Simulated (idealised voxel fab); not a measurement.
Process module in this document: voxel transistor to metal
cross-section cut | 180 nm wide | cells 5 nm
A cross-section is a grid of square cells, given in bands from the top down. A band is one or more rows of cells.
Look at the band entry: it leads with the top's height and the bottom's height in nm. Then it lists the materials left to right, with a width in nm for each. The word "everywhere" on a single material says that material fills the band edge to edge. The word "blank" is empty space.
Basically, 0 is our baseline, since under it the wafer straight out of the box is all one material. The bottom band has no lower end and keeps on going down, so it looks like "0 -> down".
Graded width ("30 to 40"): value in top row of band = first number; value in bottom row = second number; row-to-row change constant.
"remained the same" means the step left every cell of the cross-section as it was.
You'll see "Voids, sealed" listing empty spaces that have no way open to the top, as long as they're 8 cells or more; the notation is width x height at distance, where the distance is from the left edge, and all of it is in nm.
Step line, after settings: the simulator's comment on this step.
overlay nm: step with mask; distance mask lay right of planned place; negative value = left of planned place.

**Set out below are the planned steps of the process**
step 1: op RECEIVE | material Si
step 2: op CONFORMAL_DEP | material SiO2 | thk nm 5
step 3: op CONFORMAL_DEP | material SiN | thk nm 10
step 4: op PATTERN | tone cover | mask id ACTIVE | material resist | width nm 105 | thk nm 20 | overlay nm 0
step 5: op DIRECTIONAL_ETCH | etch materials SiN | depth nm 10
step 6: op DIRECTIONAL_ETCH | etch materials SiO2 | depth nm 5
step 7: op DIRECTIONAL_ETCH | etch materials Si | depth nm 20
step 8: op STRIP | etch materials resist
step 9: op OXIDIZE | depth nm 5
step 10: op FILL_DEP | material SiO2 | thk nm 10
step 11: op CMP | height nm 15
step 12: op SELECTIVE_ETCH | etch materials SiO2 | depth nm 5
step 13: op STRIP | etch materials SiN
step 14: op SELECTIVE_ETCH | etch materials SiO2 | depth nm 5
step 15: op OXIDIZE | depth nm 5
step 16: op DIRECTIONAL_DEP | material polySi | thk nm 20
step 17: op DIRECTIONAL_DEP | material SiCN | thk nm 10
step 18: op PATTERN | tone cover | mask id GATE | material resist | width nm 25 | thk nm 20 | overlay nm 0
step 19: op DIRECTIONAL_ETCH | etch materials SiCN | depth nm 20
step 20: op DIRECTIONAL_ETCH | etch materials polySi | depth nm 30
step 21: op STRIP | etch materials resist
step 22: op CONFORMAL_DEP | material SiN | thk nm 10
step 23: op DIRECTIONAL_ETCH | etch materials SiN | depth nm 10
step 24: op DIRECTIONAL_ETCH | etch materials SiO2 | depth nm 5
step 25: op DIRECTIONAL_ETCH | etch materials Si | depth nm 10
step 26: op EPI | material nSi | thk nm 10
step 27: op FILL_DEP | material SiO2 | thk nm 10
step 28: op CMP | height nm 30
step 29: op DIRECTIONAL_DEP | material SiO2 | thk nm 10
step 30: op DIRECTIONAL_DEP | material aC | thk nm 15
step 31: op PATTERN | tone open | mask id CONTACT | material resist | width nm 25 | pitch nm 60 | thk nm 35 | overlay nm 0
step 32: op DIRECTIONAL_ETCH | etch materials aC | depth nm 15
step 33: op STRIP | etch materials resist
step 34: op DIRECTIONAL_ETCH | etch materials SiO2 | depth nm 45
step 35: op STRIP | etch materials aC
step 36: op CONFORMAL_DEP | material TiN | thk nm 5
step 37: op FILL_DEP | material Ru | thk nm 10
step 38: op CMP | height nm 40
step 39: op DIRECTIONAL_DEP | material TiN | thk nm 5
step 40: op DIRECTIONAL_DEP | material W | thk nm 25
step 41: op DIRECTIONAL_DEP | material aC | thk nm 15
step 42: op PATTERN | tone cover | mask id METAL_1 | material resist | width nm 15 | pitch nm 70 | thk nm 35 | overlay nm 0
step 43: op DIRECTIONAL_ETCH | etch materials aC | depth nm 15
step 44: op STRIP | etch materials resist
step 45: op DIRECTIONAL_ETCH | etch materials W | depth nm 25
step 46: op DIRECTIONAL_ETCH | etch materials TiN | depth nm 5
step 47: op STRIP | etch materials aC
step 48: op CONFORMAL_DEP | material SiN | thk nm 5
step 49: op FILL_DEP | material lowk | thk nm 10
step 50: op CMP | height nm 70
step 51: op CONFORMAL_DEP | material SiCN | thk nm 5
step 52: op DIRECTIONAL_DEP | material lowk | thk nm 30
step 53: op DIRECTIONAL_DEP | material aC | thk nm 15
step 54: op PATTERN | tone open | mask id METAL_2 | material resist | width nm 15 | pitch nm 70 | thk nm 35 | overlay nm 0
step 55: op DIRECTIONAL_ETCH | etch materials aC | depth nm 15
step 56: op STRIP | etch materials resist
step 57: op DIRECTIONAL_ETCH | etch materials lowk | depth nm 15
step 58: op STRIP | etch materials aC
step 59: op MASKED_ETCH | tone open | mask id METAL_2_HOLES | width nm 15 | pitch nm 70 | etch materials lowk | depth nm 15 | overlay nm 0
step 60: op MASKED_ETCH | tone open | mask id METAL_2_HOLES | width nm 15 | pitch nm 70 | etch materials SiCN | depth nm 5 | overlay nm 0
step 61: op CONFORMAL_DEP | material TiN | thk nm 5
step 62: op FILL_DEP | material Cu | thk nm 10
step 63: op CMP | height nm 105
step 64: op CONFORMAL_DEP | material SiCN | thk nm 5

**As-received wafer cross-section (after step 1)**
> 0 -> down: Si everywhere
> Voids, sealed: none

**The cross-section shown corresponds to the wafer at the conclusion of the module. The initial structure and the process plan are those presented above; however, one mistake occurred in executing the plan**
> 110 -> 105: SiCN everywhere
> 105 -> 75: lowk 45  TiN 5  Cu 5  TiN 5  lowk 55  TiN 5  Cu 5  TiN 5  lowk 50
> 75 -> 70: SiCN 45  TiN 15  SiCN 55  TiN 15  SiCN 50
> 70 -> 45: lowk 40  SiN 5  W 15  SiN 5  lowk 45  SiN 5  W 15  SiN 5  lowk 45
> 45 -> 40: SiN 45  TiN 15  SiN 55  TiN 15  SiN 50
> 40 -> 35: TiN 50  Ru 15  TiN 45  Ru 15  TiN 55
> 35 -> 30: SiO2 45  TiN 5  Ru 10  TiN 10  SiO2 35  TiN 10  Ru 10  TiN 5  SiO2 50
> 30 -> 20: SiO2 45  TiN 5  Ru 10  TiN 5  SiN 10  SiCN 25  SiN 10  TiN 5  Ru 10  TiN 5  SiO2 50
> 20 -> 10: SiO2 45  TiN 5  Ru 10  TiN 5  SiN 10  polySi 25  SiN 10  TiN 5  Ru 10  TiN 5  SiO2 50
> 10 -> 5: SiO2 45  TiN 20  SiN 10  polySi 25  SiN 10  TiN 20  SiO2 50
> 5 -> 0: SiO2 30  SiN 10  SiO2 5  TiN 10  nSi 10  SiN 10  polySi 25  SiN 10  nSi 10  TiN 10  SiO2 5  SiN 10  SiO2 35
> 0 -> -5: SiO2 45  TiN 10  nSi 10  SiO2 45  nSi 10  TiN 10  SiO2 50
> -5 -> -15: SiO2 40  nSi 25  Si 45  nSi 25  SiO2 45
> -15 -> -25: SiO2 40  Si 95  SiO2 45
> -25 -> down: Si everywhere
> Voids, sealed: none
Nonconformance to the process plan: step 29 was run on a setting that differed from the plan, and what really ran there is op DIRECTIONAL_DEP | material SiO2 | thk nm 5
